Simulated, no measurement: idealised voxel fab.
Process module in this document: voxel trench capacitor
Xsec cut, 245 nm wide, square cell size 5 nm.
A cross-section is written here as square cells arranged in a grid, and it is given in bands from the top down, each band taking up one or more rows of cells.
A band entry consists of two parts. The first gives the height of the band's top and the height of its bottom, in nm. The rest lists the band's materials from left to right, each with its width in nm. A single material labelled with the word "full width" fills the band from edge to edge, and the word "blank" marks empty space.
For the purposes of this specification, 0 denotes the height below which the wafer in its as-received condition is composed wholly of one material, and the lowermost band, lacking a lower limit, extends downward without end, as expressed in "0 down".
It should be noted that a width expressed as "30..40" varies in equal increments from row to row of cells within the band, taking the value of the first number at the top row and that of the second number at the bottom row.
It should be understood that the words "nothing got changed", when stated for a given step, signify that the cross-section underwent no change in any of its cells during that step.
"Enclosed cavities" lists enclosed empty spaces (at least 8 cells, no open path upward to the top), each as width x height at distance from the left edge, in nm.
Post-settings text on a step line: simulator's own remark regarding the step.
The setting "overlay nm" may be written on the line of a step. When the step uses a mask, the value reports how far to the right of the planned place the mask lay, and a negative value reports that it lay to the left.

Steps in the process plan:
1. RECEIVE [material Si]
2. CONFORMAL_DEP [material SiN] [thk nm 10]
3. DIRECTIONAL_DEP [material aC] [thk nm 15]
4. PATTERN [tone open] [mask id TRENCH] [material resist] [width nm 20] [pitch nm 40] [thk nm 35] [overlay nm 0]
5. DIRECTIONAL_ETCH [etch materials aC] [depth nm 15]
6. STRIP [etch materials resist]
7. DIRECTIONAL_ETCH [etch materials SiN] [depth nm 10]
8. DIRECTIONAL_ETCH [etch materials Si] [depth nm 30]
9. STRIP [etch materials aC]
10. CONFORMAL_DEP [material Al2O3] [thk nm 5]
11. FILL_DEP [material polySi] [thk nm 10]
12. CMP [height nm 10]

As received, after step 1:
0 down  Si full width
Enclosed cavities: none

First of two wafers, end-of-module section, run followed plan:
10 to 0  90 of SiN  5 of Al2O3  10 of polySi  5 of Al2O3  20 of SiN  5 of Al2O3  10 of polySi  5 of Al2O3  95 of SiN
0 to -25  90 of Si  5 of Al2O3  10 of polySi  5 of Al2O3  20 of Si  5 of Al2O3  10 of polySi  5 of Al2O3  95 of Si
-25 to -30  90 of Si  20 of Al2O3  20 of Si  20 of Al2O3  95 of Si
-30 down  Si full width
Enclosed cavities: none

Cross-section at end of module for the second wafer of two, which matched the first in starting point and plan and differed by one mistake in its processing:
10 to 0  90 of SiN  5 of Al2O3  10 of polySi  5 of Al2O3  20 of SiN  5 of Al2O3  10 of polySi  5 of Al2O3  95 of SiN
0 to -20  90 of Si  5 of Al2O3  10 of polySi  5 of Al2O3  20 of Si  5 of Al2O3  10 of polySi  5 of Al2O3  95 of Si
-20 to -25  90 of Si  20 of Al2O3  20 of Si  20 of Al2O3  95 of Si
-25 down  Si full width
Enclosed cavities: none
What broke from the plan during processing? step 8 was not run as planned; what actually ran was DIRECTIONAL_ETCH [etch materials Si] [depth nm 25]
Final comparison by cell count, materials where the second wafer has more or fewer than the first: Al2O3 -4 | Si +8 | polySi -4
